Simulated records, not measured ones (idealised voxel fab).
Presented below is a process module, voxel gate over fins.
Each square cell in cross-section cut measures 5 nm, and the section as a whole is 265 nm wide.
Heads up, the way a cross-section reads in here is a grid of square cells, handed over as bands from the top down, with every band being one or more rows of cells. Band: top and bottom heights (nm) first, top before bottom; then materials from left to right, widths in nm. "everywhere" marks a sole material filling the band edge to edge. "blank" denotes empty space. The level at which height equals 0 is the one under which the wafer, as it arrives, is entirely one material. No lower edge exists for the bottom band, which continues downward and is notated as in "0 -> down". The notation "30..40" denotes a width that varies across the rows of cells in the band, beginning at the first number in the top row, finishing at the second number in the bottom row, and changing by an identical amount from each row to the next. A step reported as "nothing was modified" is a step in which no cell of the cross-section changed. In the "Enclosed void listing" entry, you get each enclosed empty space of 8 cells or more, one with no open way to the top, written width x height at distance, distance from the left edge, in nm. Text after the settings on a step's line: the simulator's own remark on that step. You can add "overlay nm" to a step's line. For a step with a mask, it describes how far the mask lay to the right of its planned position, and a negative number describes a lay to the left.

[Set out below are the planned steps of the process]
| 1 | op RECEIVE | material Si |
| 2 | op CONFORMAL_DEP | material SiN | thk nm 5 |
| 3 | op MASKED_ETCH | tone cover | mask id FINS | width nm 15 | pitch nm 60 | etch materials SiN | depth nm 5 | overlay nm 0 |
| 4 | op MASKED_ETCH | tone cover | mask id FINS | width nm 15 | pitch nm 60 | etch materials Si | depth nm 30 | overlay nm 0 |
| 5 | op OXIDIZE | depth nm 5 |
| 6 | op FILL_DEP | material SiO2 | thk nm 5 |
| 7 | op CMP | height nm 5 |
| 8 | op PATTERN | tone open | mask id RAIL | material resist | width nm 15 | thk nm 15 | overlay nm 0 |
| 9 | op DIRECTIONAL_ETCH | etch materials SiO2 | depth nm 30 |
| 10 | op STRIP | etch materials resist |
| 11 | op CONFORMAL_DEP | material TiN | thk nm 5 |
| 12 | op FILL_DEP | material W | thk nm 5 |
| 13 | op CMP | height nm 5 |
| 14 | op SELECTIVE_ETCH | etch materials W Ru TiN | depth nm 25 |
| 15 | op FILL_DEP | material SiO2 | thk nm 5 |
| 16 | op CMP | height nm 5 |
| 17 | op SELECTIVE_ETCH | etch materials SiO2 | depth nm 15 |
| 18 | op STRIP | etch materials SiN |
| 19 | op CONFORMAL_DEP | material HfO2 | thk nm 5 |
| 20 | op CONFORMAL_DEP | material TiN | thk nm 5 |
| 21 | op CONFORMAL_DEP | material TiAl | thk nm 5 |
| 22 | op CONFORMAL_DEP | material TiN | thk nm 5 |
| 23 | op FILL_DEP | material W | thk nm 10 |
| 24 | op CMP | height nm 25 |
| 25 | op CONFORMAL_DEP | material SiN | thk nm 5 |

[as received, after step 1]
* 0 -> down = Si everywhere
* Enclosed void listing: none

[Result of the module, cross-sectioned: start per above, plan per above, one error in how it was run]
* 30 -> 25 = SiN everywhere
* 25 -> 20 = W 70 | TiN 5 | TiAl 55 | TiN 5 | TiAl 55 | TiN 5 | W 70
* 20 -> 15 = TiN 75 | TiAl 55 | TiN 5 | TiAl 55 | TiN 75
* 15 -> 10 = TiAl everywhere
* 10 -> 5 = TiAl 90 | TiN 25 | TiAl 35 | TiN 25 | TiAl 90
* 5 -> 0 = TiAl 90 | TiN 5 | HfO2 15 | TiN 5 | TiAl 35 | TiN 5 | HfO2 15 | TiN 5 | TiAl 90
* 0 -> -5 = TiN 95 | HfO2 5 | Si 5 | HfO2 5 | TiN 45 | HfO2 5 | Si 5 | HfO2 5 | TiN 95
* -5 -> -10 = HfO2 100 | Si 5 | HfO2 55 | Si 5 | HfO2 100
* -10 -> -20 = SiO2 100 | Si 5 | SiO2 55 | Si 5 | SiO2 100
* -20 -> -25 = SiO2 100 | Si 5 | SiO2 20 | TiN 15 | SiO2 20 | Si 5 | SiO2 100
* -25 -> -35 = SiO2 100 | Si 5 | SiO2 55 | Si 5 | SiO2 100
* -35 -> down = Si everywhere
* Enclosed void listing: none
Deviation from plan: step 21 was run on a setting that differed from the plan, and what really ran there is op CONFORMAL_DEP | material TiAl | thk nm 15
